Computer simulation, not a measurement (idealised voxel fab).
process module | voxel released beams
cross-section cut | 290 nm wide | cells 5 nm
A cross-section is a grid of square cells, given in bands from the top down. A band is one or more rows of cells.
Each band's line starts with the height of the band's top and of its bottom, in nm. Then come its materials from left to right, each with its width in nm. One material with "throughout" fills the band from edge to edge. "air" is empty space.
Height 0 is the level under which the wafer as received is all one material. The lowest band goes on downwards, as in "0 down".
A width such as "30 to 40" changes by the same amount from each row of cells to the next, from the band's top row to its bottom row.
"no change" after a step means that no cell of the cross-section changed.
closed voids: empty space of 8 cells or more with no open way to the top, each as width x height at its distance from the left edge, in nm
after a step's settings: what the simulator itself notes on the step
overlay nm, on a step with a mask: how far to the right of its planned place the mask lay; to the left if negative
plan
1 op RECEIVE | material Si
2 op CONFORMAL_DEP | material SiN | thk nm 10
3 op DIRECTIONAL_DEP | material SiO2 | thk nm 10
4 op MASKED_ETCH | tone open | mask id ANCHOR | width nm 40 | etch materials SiO2 | depth nm 10 | overlay nm 0
5 op CONFORMAL_DEP | material TiN | thk nm 15
6 op DIRECTIONAL_DEP | material aC | thk nm 15
7 op PATTERN | tone cover | mask id BEAM | material resist | width nm 100 | thk nm 35 | overlay nm 0
8 op DIRECTIONAL_ETCH | etch materials aC | depth nm 15
9 op STRIP | etch materials resist
10 op DIRECTIONAL_ETCH | etch materials TiN | depth nm 5
11 op STRIP | etch materials aC
12 op STRIP | etch materials SiO2
varied across the wafers: depth nm of step 10. The plan shows the first wafer's value. All wafers start alike
first wafer as received, after step 1
  0 down: Si throughout
  closed voids: none
first wafer at the end, after step 12
  35 to 30: air 90 | TiN 20 | air 10 | TiN 70 | air 100
  30 to 25: TiN 110 | air 10 | TiN 170
  25 to 20: TiN throughout
  20 to 10: SiO2 95 | TiN 40 | SiO2 155
  10 to 0: SiN throughout
  0 down: Si throughout
  closed voids: none
last wafer at the end
  35 to 25: air 90 | TiN 20 | air 10 | TiN 70 | air 100
  25 to 20: air 90 | TiN 100 | air 100
  20 to 10: air 95 | TiN 40 | air 155
  10 to 0: SiN throughout
  0 down: Si throughout
  closed voids: none
each wafer at the end: cells of each material gained (+) or lost (-) since it was received, then its closed voids
depth nm 5 | +116 SiN | +100 SiO2 | +148 TiN | closed voids: none
depth nm 10 | +116 SiN | +100 SiO2 | +110 TiN | closed voids: none
depth nm 15 | +116 SiN | +72 TiN | closed voids: none
depth nm 20 | +116 SiN | +72 TiN | closed voids: none
depth nm 25 | +116 SiN | +72 TiN | closed voids: none
depth nm 30 | +116 SiN | +72 TiN | closed voids: none
